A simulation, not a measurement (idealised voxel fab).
process module | voxel spacer lines
cross-section cut | 220 nm wide | cells 5 nm
A cross-section is a grid of square cells, given in bands from the top down. A band is one or more rows of cells.
Each band's line starts with the height of the band's top and of its bottom, in nm. Then come its materials from left to right, each with its width in nm. One material with "throughout" fills the band from edge to edge. "air" is empty space.
Height 0 is the level under which the wafer as received is all one material. The lowest band goes on downwards, as in "0 down".
A width such as "30 to 40" changes by the same amount from each row of cells to the next, from the band's top row to its bottom row.
"no change" after a step means that no cell of the cross-section changed.
closed voids: empty space of 8 cells or more with no open way to the top, each as width x height at its distance from the left edge, in nm
after a step's settings: what the simulator itself notes on the step
overlay nm, on a step with a mask: how far to the right of its planned place the mask lay; to the left if negative
plan
1 op RECEIVE | material Si
2 op CONFORMAL_DEP | material Al2O3 | thk nm 10
3 op DIRECTIONAL_DEP | material TiN | thk nm 15
4 op DIRECTIONAL_DEP | material polySi | thk nm 30
5 op PATTERN | tone cover | mask id MANDREL | material resist | width nm 25 | pitch nm 70 | thk nm 35 | overlay nm 0
6 op DIRECTIONAL_ETCH | etch materials polySi | depth nm 30
7 op STRIP | etch materials resist
8 op CONFORMAL_DEP | material SiO2 | thk nm 10
9 op DIRECTIONAL_ETCH | etch materials SiO2 | depth nm 10
10 op STRIP | etch materials polySi
11 op DIRECTIONAL_ETCH | etch materials TiN | depth nm 15
12 op STRIP | etch materials SiO2
13 op FILL_DEP | material SiO2 | thk nm 5
14 op CMP | height nm 25
as received, after step 1
  0 down: Si throughout
  closed voids: none
first wafer at the end, as planned
  25 to 10: SiO2 50 | TiN 10 | SiO2 25 | TiN 10 | SiO2 25 | TiN 10 | SiO2 25 | TiN 10 | SiO2 55
  10 to 0: Al2O3 throughout
  0 down: Si throughout
  closed voids: none
second wafer at the end: like start, like plan, one mistake
  20 to 10: SiO2 50 | TiN 10 | SiO2 25 | TiN 10 | SiO2 25 | TiN 10 | SiO2 25 | TiN 10 | SiO2 55
  10 to 0: Al2O3 throughout
  0 down: Si throughout
  closed voids: none
what went wrong: step 14 ran as: op CMP | height nm 20
at the end the second wafer has, in cells: 36 fewer of SiO2 | 8 fewer of TiN
